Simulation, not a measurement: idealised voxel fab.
Presented below is a process module, voxel transistor to metal.
Each square cell in cross-section cut measures 5 nm, and the section as a whole is 280 nm wide.
In this document a cross-section is written as a grid of square cells. It is given as a series of bands, listed from the top down, and a band is one or more rows of cells. For a band, the entry starts with two heights in nm, that of the top and then that of the bottom, and carries on with the band's materials in order from left to right, each alongside its width in nm; the word "all across" beside a single material means it fills the band edge to edge, and "empty" means empty space. We count height from 0. Below that, the starting wafer is all one material. The lowest band never ends at the bottom but goes on down; see "0..down" for how that is written. Read "30->40" as a graded width: first number on top, second number at the bottom, same change between each pair of neighbouring rows. Step marked "identical to before"? Then no cell in the cross-section changed in it. "Sealed internal voids" specifies each empty space that is not open to the top and that occupies no fewer than 8 cells, using the form width x height at distance, the distance measured from the left edge and all three quantities in nm. Formally, on a step line, whatever follows the settings is a remark that the simulator itself makes on the step. overlay nm: for a step with a mask, the amount by which the mask lay right of where it was planned; a negative amount means left of it.
# Process steps (planned)
1,op RECEIVE | material Si
2,op OXIDIZE | depth nm 5
3,op CONFORMAL_DEP | material SiN | thk nm 10
4,op MASKED_ETCH | tone cover | mask id ACTIVE | width nm 110 | pitch nm 130 | etch materials SiN | depth nm 10 | overlay nm 0
5,op MASKED_ETCH | tone cover | mask id ACTIVE | width nm 110 | pitch nm 130 | etch materials SiO2 | depth nm 5 | overlay nm 0
6,op MASKED_ETCH | tone cover | mask id ACTIVE | width nm 110 | pitch nm 130 | etch materials Si | depth nm 35 | overlay nm 0
7,op FILL_DEP | material SiO2 | thk nm 5
8,op CMP | height nm 10
9,op SELECTIVE_ETCH | etch materials SiO2 | depth nm 5
10,op STRIP | etch materials SiN
11,op SELECTIVE_ETCH | etch materials SiO2 | depth nm 5
12,op OXIDIZE | depth nm 5
13,op DIRECTIONAL_DEP | material polySi | thk nm 20
14,op DIRECTIONAL_DEP | material SiCN | thk nm 15
15,op DIRECTIONAL_DEP | material aC | thk nm 10
16,op PATTERN | tone cover | mask id GATE | material resist | width nm 20 | pitch nm 130 | thk nm 30 | overlay nm 0
17,op DIRECTIONAL_ETCH | etch materials aC | depth nm 10
18,op STRIP | etch materials resist
19,op DIRECTIONAL_ETCH | etch materials SiCN | depth nm 25
20,op DIRECTIONAL_ETCH | etch materials polySi | depth nm 30
21,op STRIP | etch materials aC
22,op CONFORMAL_DEP | material SiO2 | thk nm 5
23,op DIRECTIONAL_ETCH | etch materials SiO2 | depth nm 5
24,op CONFORMAL_DEP | material SiN | thk nm 5
25,op DIRECTIONAL_ETCH | etch materials SiN | depth nm 5
26,op DIRECTIONAL_ETCH | etch materials SiO2 | depth nm 5
27,op DIRECTIONAL_ETCH | etch materials Si | depth nm 15
28,op EPI | material SiGe | thk nm 15
29,op FILL_DEP | material SiO2 | thk nm 10
30,op CMP | height nm 30
31,op DIRECTIONAL_DEP | material SiO2 | thk nm 15
32,op MASKED_ETCH | tone open | mask id CONTACT | width nm 15 | etch materials SiO2 | depth nm 40 | overlay nm 0
33,op CONFORMAL_DEP | material TiN | thk nm 5
34,op FILL_DEP | material Ru | thk nm 5
35,op CMP | height nm 45
36,op CONFORMAL_DEP | material SiN | thk nm 5
37,op DIRECTIONAL_DEP | material lowk | thk nm 15
38,op PATTERN | tone open | mask id METAL_1 | material resist | width nm 15 | thk nm 15 | overlay nm 0
39,op DIRECTIONAL_ETCH | etch materials lowk | depth nm 15
40,op DIRECTIONAL_ETCH | etch materials SiN | depth nm 5
41,op STRIP | etch materials resist
42,op CONFORMAL_DEP | material TiN | thk nm 5
43,op FILL_DEP | material W | thk nm 5
44,op CMP | height nm 65
45,op EPI | material Ru | thk nm 5
46,op FILL_DEP | material SiCN | thk nm 5
varied across the wafers: thk nm of step 24. The plan shows the first wafer's value. All wafers start alike
# Incoming state of the first of several wafers in cross-section: after step 1
    0..down | Si all across
    Sealed internal voids: none
# Tabulated below, wafer by wafer, are the end-of-module results: for each material, the number of cells gained (+) or lost (-) relative to the as-received state, followed by the closed voids
thk nm 5 | +48 Ru | -256 Si | +116 SiCN | +148 SiGe | +76 SiN | +428 SiO2 | +104 TiN | +12 W | +132 lowk | +32 polySi | Sealed internal voids: none
thk nm 10 | +48 Ru | -184 Si | +116 SiCN | +144 SiN | +436 SiO2 | +104 TiN | +12 W | +132 lowk | +32 polySi | Sealed internal voids: none
thk nm 15 | +44 Ru | -184 Si | +116 SiCN | +204 SiN | +380 SiO2 | +104 TiN | +12 W | +132 lowk | +32 polySi | Sealed internal voids: none
thk nm 20 | +28 Ru | -184 Si | +116 SiCN | +256 SiN | +360 SiO2 | +88 TiN | +12 W | +132 lowk | +32 polySi | Sealed internal voids: none
